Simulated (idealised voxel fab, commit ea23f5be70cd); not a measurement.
Name of the process module below: voxel self aligned contacts
This is section cut - it's 150 nm across, gridded in 5 nm square cells.
A cross-section is a grid of square cells, given in bands from the top down. A band is one or more rows of cells.
For a band, the entry starts with two heights in nm, that of the top and then that of the bottom, and carries on with the band's materials in order from left to right, each alongside its width in nm; the word "throughout" beside a single material means it fills the band edge to edge, and "blank" means empty space.
A quick word on heights: they are counted from 0, and under that level the wafer as it came to us is one material throughout. The lowest band is different from the rest in having no bottom; it simply continues downward, written as in "0 and below".
It should be noted that a width expressed as "30 to 40" varies in equal increments from row to row of cells within the band, taking the value of the first number at the top row and that of the second number at the bottom row.
"stayed the same" after a step means that no cell of the cross-section changed.
Listed in "closed voids": every empty space of 8 or more cells without an open way to the top. Form: width x height at distance, the distance being from the left edge, all in nm.
Anything after a step's settings on that line? It's the simulator's own note about the step.
overlay nm: how far to the right of its planned place the mask lay on this masked step (negative: to the left).
# The process steps that were planned are listed below
step 1: RECEIVE: material Si
step 2: CONFORMAL_DEP: material SiO2, thk nm 5
step 3: DIRECTIONAL_DEP: material polySi, thk nm 25
step 4: DIRECTIONAL_DEP: material SiN, thk nm 20
step 5: DIRECTIONAL_DEP: material aC, thk nm 15
step 6: PATTERN: tone cover, mask id GATE, material resist, width nm 30, pitch nm 70, thk nm 30, overlay nm 0
step 7: DIRECTIONAL_ETCH: etch materials aC, depth nm 15
step 8: STRIP: etch materials resist
step 9: DIRECTIONAL_ETCH: etch materials SiN, depth nm 20
step 10: DIRECTIONAL_ETCH: etch materials polySi, depth nm 25
step 11: STRIP: etch materials aC
step 12: CONFORMAL_DEP: material SiN, thk nm 10
step 13: DIRECTIONAL_ETCH: etch materials SiN, depth nm 10
step 14: FILL_DEP: material SiO2, thk nm 10
step 15: CMP: height nm 55
step 16: MASKED_ETCH: tone open, mask id CONTACT, width nm 50, etch materials SiO2, depth nm 55, overlay nm 0
step 17: CONFORMAL_DEP: material TiN, thk nm 5
step 18: FILL_DEP: material W, thk nm 10
step 19: CMP: height nm 55
step 20: CONFORMAL_DEP: material SiCN, thk nm 5
# Here's what the wafer looked like in cross-section when it arrived - that's after step 1
	0 and below = Si throughout
	closed voids: none
# Run as planned - first of the two wafers cross-sectioned at the end of the module
	60 down to 55 = SiCN throughout
	55 down to 50 = 50 nm SiO2  20 nm TiN  10 nm W  20 nm TiN  50 nm SiO2
	50 down to 30 = 15 nm SiO2  50 nm SiN  5 nm TiN  10 nm W  5 nm TiN  50 nm SiN  15 nm SiO2
	30 down to 5 = 15 nm SiO2  10 nm SiN  30 nm polySi  10 nm SiN  5 nm TiN  10 nm W  5 nm TiN  10 nm SiN  30 nm polySi  10 nm SiN  15 nm SiO2
	5 down to 0 = 65 nm SiO2  20 nm TiN  65 nm SiO2
	0 and below = Si throughout
	closed voids: none
# Second wafer cross-section at end of module - shared start and plan with the first, one mistake in the run
	60 down to 55 = SiCN throughout
	55 down to 50 = 55 nm SiO2  15 nm TiN  10 nm W  20 nm TiN  50 nm SiO2
	50 down to 30 = 15 nm SiO2  50 nm SiN  5 nm TiN  10 nm W  5 nm TiN  50 nm SiN  15 nm SiO2
	30 down to 5 = 15 nm SiO2  10 nm SiN  30 nm polySi  10 nm SiN  5 nm TiN  10 nm W  5 nm TiN  10 nm SiN  30 nm polySi  10 nm SiN  15 nm SiO2
	5 down to 0 = 65 nm SiO2  20 nm TiN  65 nm SiO2
	0 and below = Si throughout
	closed voids: none
Nonconformance to the process plan: step 16 ran as: MASKED_ETCH: tone open, mask id CONTACT, width nm 45, etch materials SiO2, depth nm 55, overlay nm 0
End of process, cell counts, second wafer against first, materials with more or fewer: 1 more of SiO2, 1 fewer of TiN
